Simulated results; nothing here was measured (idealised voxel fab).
process module | voxel spacer lines
cross-section cut | 145 nm wide | cells 5 nm
A cross-section is a grid of square cells, given in bands from the top down. A band is one or more rows of cells.
Each band's line starts with the height of the band's top and of its bottom, in nm. Then come its materials from left to right, each with its width in nm. One material with "throughout" fills the band from edge to edge. "air" is empty space.
Height 0 is the level under which the wafer as received is all one material. The lowest band goes on downwards, as in "0 down".
A width such as "30 to 40" changes by the same amount from each row of cells to the next, from the band's top row to its bottom row.
"no change" after a step means that no cell of the cross-section changed.
closed voids: empty space of 8 cells or more with no open way to the top, each as width x height at its distance from the left edge, in nm
after a step's settings: what the simulator itself notes on the step
overlay nm, on a step with a mask: how far to the right of its planned place the mask lay; to the left if negative
plan
1 op RECEIVE | material Si
2 op CONFORMAL_DEP | material Al2O3 | thk nm 5
3 op DIRECTIONAL_DEP | material TiN | thk nm 20
4 op DIRECTIONAL_DEP | material polySi | thk nm 30
5 op PATTERN | tone cover | mask id MANDREL | material resist | width nm 15 | pitch nm 50 | thk nm 35 | overlay nm 0
6 op DIRECTIONAL_ETCH | etch materials polySi | depth nm 30
7 op STRIP | etch materials resist
8 op CONFORMAL_DEP | material SiO2 | thk nm 10
9 op DIRECTIONAL_ETCH | etch materials SiO2 | depth nm 10
10 op STRIP | etch materials polySi
11 op DIRECTIONAL_ETCH | etch materials TiN | depth nm 20
12 op STRIP | etch materials SiO2
13 op FILL_DEP | material lowk | thk nm 5
14 op CMP | height nm 25
first wafer, as planned
as received, after step 1
  0 down: Si throughout
  closed voids: none
after step 2
  5 to 0: Al2O3 throughout
  below 0: unchanged
after step 3
  25 to 5: TiN throughout
  below 5: unchanged
after step 4
  55 to 25: polySi throughout
  below 25: unchanged
after step 5
  90 to 55: air 15 | resist 15 | air 35 | resist 15 | air 35 | resist 15 | air 15
  below 55: unchanged
after step 6
  90 to 55: air 15 | resist 15 | air 35 | resist 15 | air 35 | resist 15 | air 15
  55 to 25: air 15 | polySi 15 | air 35 | polySi 15 | air 35 | polySi 15 | air 15
  below 25: unchanged
after step 7
  55 to 25: air 15 | polySi 15 | air 35 | polySi 15 | air 35 | polySi 15 | air 15
  below 25: unchanged
after step 8
  65 to 55: air 5 | SiO2 35 | air 15 | SiO2 35 | air 15 | SiO2 35 | air 5
  55 to 35: air 5 | SiO2 10 | polySi 15 | SiO2 10 | air 15 | SiO2 10 | polySi 15 | SiO2 10 | air 15 | SiO2 10 | polySi 15 | SiO2 10 | air 5
  35 to 25: SiO2 15 | polySi 15 | SiO2 35 | polySi 15 | SiO2 35 | polySi 15 | SiO2 15
  below 25: unchanged
after step 9
  55 to 25: air 5 | SiO2 10 | polySi 15 | SiO2 10 | air 15 | SiO2 10 | polySi 15 | SiO2 10 | air 15 | SiO2 10 | polySi 15 | SiO2 10 | air 5
  below 25: unchanged
after step 10
  55 to 25: air 5 | SiO2 10 | air 15 | SiO2 10 | air 15 | SiO2 10 | air 15 | SiO2 10 | air 15 | SiO2 10 | air 15 | SiO2 10 | air 5
  below 25: unchanged
after step 11
  55 to 25: air 5 | SiO2 10 | air 15 | SiO2 10 | air 15 | SiO2 10 | air 15 | SiO2 10 | air 15 | SiO2 10 | air 15 | SiO2 10 | air 5
  25 to 5: air 5 | TiN 10 | air 15 | TiN 10 | air 15 | TiN 10 | air 15 | TiN 10 | air 15 | TiN 10 | air 15 | TiN 10 | air 5
  below 5: unchanged
after step 12
  25 to 5: air 5 | TiN 10 | air 15 | TiN 10 | air 15 | TiN 10 | air 15 | TiN 10 | air 15 | TiN 10 | air 15 | TiN 10 | air 5
  below 5: unchanged
after step 13
  30 to 25: lowk throughout
  25 to 5: lowk 5 | TiN 10 | lowk 15 | TiN 10 | lowk 15 | TiN 10 | lowk 15 | TiN 10 | lowk 15 | TiN 10 | lowk 15 | TiN 10 | lowk 5
  below 5: unchanged
after step 14
  25 to 5: lowk 5 | TiN 10 | lowk 15 | TiN 10 | lowk 15 | TiN 10 | lowk 15 | TiN 10 | lowk 15 | TiN 10 | lowk 15 | TiN 10 | lowk 5
  below 5: unchanged
second wafer: like start, like plan, one mistake. Through step 6 it matches the first wafer
when step 7 should have ended
  55 to 25: air 15 | polySi 15 | air 35 | polySi 15 | air 35 | polySi 15 | air 15
  below 25: unchanged
when step 8 should have ended
  65 to 55: air 5 | SiO2 35 | air 15 | SiO2 35 | air 15 | SiO2 35 | air 5
  55 to 35: air 5 | SiO2 10 | polySi 15 | SiO2 10 | air 15 | SiO2 10 | polySi 15 | SiO2 10 | air 15 | SiO2 10 | polySi 15 | SiO2 10 | air 5
  35 to 25: SiO2 15 | polySi 15 | SiO2 35 | polySi 15 | SiO2 35 | polySi 15 | SiO2 15
  below 25: unchanged
when step 9 should have ended
  55 to 25: air 5 | SiO2 10 | polySi 15 | SiO2 10 | air 15 | SiO2 10 | polySi 15 | SiO2 10 | air 15 | SiO2 10 | polySi 15 | SiO2 10 | air 5
  below 25: unchanged
when step 10 should have ended
  55 to 25: air 5 | SiO2 10 | air 15 | SiO2 10 | air 15 | SiO2 10 | air 15 | SiO2 10 | air 15 | SiO2 10 | air 15 | SiO2 10 | air 5
  below 25: unchanged
when step 11 should have ended
  55 to 25: air 5 | SiO2 10 | air 15 | SiO2 10 | air 15 | SiO2 10 | air 15 | SiO2 10 | air 15 | SiO2 10 | air 15 | SiO2 10 | air 5
  25 to 5: air 5 | TiN 10 | air 15 | TiN 10 | air 15 | TiN 10 | air 15 | TiN 10 | air 15 | TiN 10 | air 15 | TiN 10 | air 5
  below 5: unchanged
when step 12 should have ended
  25 to 5: air 5 | TiN 10 | air 15 | TiN 10 | air 15 | TiN 10 | air 15 | TiN 10 | air 15 | TiN 10 | air 15 | TiN 10 | air 5
  below 5: unchanged
when step 13 should have ended
  30 to 25: lowk throughout
  25 to 5: lowk 5 | TiN 10 | lowk 15 | TiN 10 | lowk 15 | TiN 10 | lowk 15 | TiN 10 | lowk 15 | TiN 10 | lowk 15 | TiN 10 | lowk 5
  below 5: unchanged
when step 14 should have ended
  25 to 5: lowk 5 | TiN 10 | lowk 15 | TiN 10 | lowk 15 | TiN 10 | lowk 15 | TiN 10 | lowk 15 | TiN 10 | lowk 15 | TiN 10 | lowk 5
  below 5: unchanged
what went wrong: step 7 was run twice
at the end the two cross-sections are the same: no effect in what this model computes
